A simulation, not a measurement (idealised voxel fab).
Process module in this document: voxel transistor to metal
Section cut is 195 nm wide and gridded with 5 nm square cells.
A cross-section is a grid of square cells, given in bands from the top down. A band is one or more rows of cells.
Read a band's entry like this: the first values are the height of its top and the height of its bottom in nm, and what follows is the sequence of materials from left to right, each with its width in nm. Note that "blank" is empty space, and that a single material marked "edge to edge" reaches across the band from edge to edge.
The reference from which all heights are counted is 0, the level beneath which the as-received wafer is entirely one material; the lowest band, having no lower bound, proceeds downward and is written after the example "0 -> down".
The width entry "30..40" should be interpreted row by row: the top row of cells in the band takes the first number, the bottom row takes the second number, and the change between adjacent rows is uniform throughout.
Basically "identical to before" means that step didn't change any cell in the cross-section.
Entry "Enclosed internal cavities" = empty spaces >= 8 cells with no open way to the top; each as width x height at distance, distance from left edge, all nm.
On a step's line, text after the settings is the simulator commenting on that step.
Each step line may optionally specify "overlay nm", which for a step with a mask gives the rightward distance between the mask's planned place and where it lay, a negative value indicating the leftward direction.

**These are the steps we planned for the process**
1) RECEIVE | material Si
2) OXIDIZE | depth nm 5
3) CONFORMAL_DEP | material SiN | thk nm 10
4) MASKED_ETCH | tone cover | mask id ACTIVE | width nm 115 | etch materials SiN | depth nm 10 | overlay nm 0
5) MASKED_ETCH | tone cover | mask id ACTIVE | width nm 115 | etch materials SiO2 | depth nm 5 | overlay nm 0
6) MASKED_ETCH | tone cover | mask id ACTIVE | width nm 115 | etch materials Si | depth nm 35 | overlay nm 0
7) FILL_DEP | material SiO2 | thk nm 10
8) CMP | height nm 0
9) SELECTIVE_ETCH | etch materials SiO2 | depth nm 10
10) STRIP | etch materials SiN
11) SELECTIVE_ETCH | etch materials SiO2 | depth nm 5
12) OXIDIZE | depth nm 5
13) DIRECTIONAL_DEP | material polySi | thk nm 30
14) DIRECTIONAL_DEP | material SiCN | thk nm 15
15) DIRECTIONAL_DEP | material aC | thk nm 10
16) PATTERN | tone cover | mask id GATE | material resist | width nm 25 | thk nm 30 | overlay nm 0
17) DIRECTIONAL_ETCH | etch materials aC | depth nm 10
18) STRIP | etch materials resist
19) DIRECTIONAL_ETCH | etch materials SiCN | depth nm 25
20) DIRECTIONAL_ETCH | etch materials polySi | depth nm 40
21) STRIP | etch materials aC
22) CONFORMAL_DEP | material SiO2 | thk nm 5
23) DIRECTIONAL_ETCH | etch materials SiO2 | depth nm 5
24) CONFORMAL_DEP | material SiN | thk nm 5
25) DIRECTIONAL_ETCH | etch materials SiN | depth nm 5
26) DIRECTIONAL_ETCH | etch materials SiO2 | depth nm 5
27) EPI | material nSi | thk nm 5
28) FILL_DEP | material SiO2 | thk nm 10
29) CMP | height nm 40
30) DIRECTIONAL_DEP | material SiO2 | thk nm 10
31) PATTERN | tone open | mask id CONTACT | material resist | width nm 15 | pitch nm 80 | thk nm 15 | overlay nm 0
32) DIRECTIONAL_ETCH | etch materials SiO2 | depth nm 55
33) STRIP | etch materials resist
34) CONFORMAL_DEP | material TiN | thk nm 5
35) FILL_DEP | material Ru | thk nm 10
36) CMP | height nm 50
37) CONFORMAL_DEP | material SiN | thk nm 5
38) DIRECTIONAL_DEP | material SiO2 | thk nm 20
39) DIRECTIONAL_DEP | material aC | thk nm 15
40) PATTERN | tone open | mask id METAL_1 | material resist | width nm 15 | pitch nm 80 | thk nm 35 | overlay nm 0
41) DIRECTIONAL_ETCH | etch materials aC | depth nm 15
42) STRIP | etch materials resist
43) DIRECTIONAL_ETCH | etch materials SiO2 | depth nm 20
44) DIRECTIONAL_ETCH | etch materials SiN | depth nm 5
45) STRIP | etch materials aC
46) CONFORMAL_DEP | material TiN | thk nm 5
47) FILL_DEP | material Cu | thk nm 10
48) CMP | height nm 75
49) CONFORMAL_DEP | material SiCN | thk nm 5
Variable across wafers: step 8 height nm (plan value is that of the first wafer; starting state common to all).

**Incoming state of the first of several wafers in cross-section: after step 1**
0 -> down = Si edge to edge
Enclosed internal cavities: none

**Tabulated below, wafer by wafer, are the end-of-module results: for each material, the number of cells gained (+) or lost (-) relative to the as-received state, followed by the closed voids**
height nm 0 | +8 Cu | +20 Ru | -178 Si | +54 SiCN | +55 SiN | +553 SiO2 | +68 TiN | +14 nSi | +30 polySi | Enclosed internal cavities: none
height nm 5 | +8 Cu | +20 Ru | -176 Si | +54 SiCN | +53 SiN | +553 SiO2 | +68 TiN | +14 nSi | +30 polySi | Enclosed internal cavities: none
height nm 10 | +8 Cu | +20 Ru | -174 Si | +54 SiCN | +51 SiN | +551 SiO2 | +68 TiN | +16 nSi | +30 polySi | Enclosed internal cavities: none
height nm 15 | +8 Cu | +20 Ru | -174 Si | +54 SiCN | +53 SiN | +553 SiO2 | +68 TiN | +12 nSi | +30 polySi | Enclosed internal cavities: none
height nm 20 | +8 Cu | +20 Ru | -174 Si | +54 SiCN | +55 SiN | +551 SiO2 | +68 TiN | +12 nSi | +30 polySi | Enclosed internal cavities: none
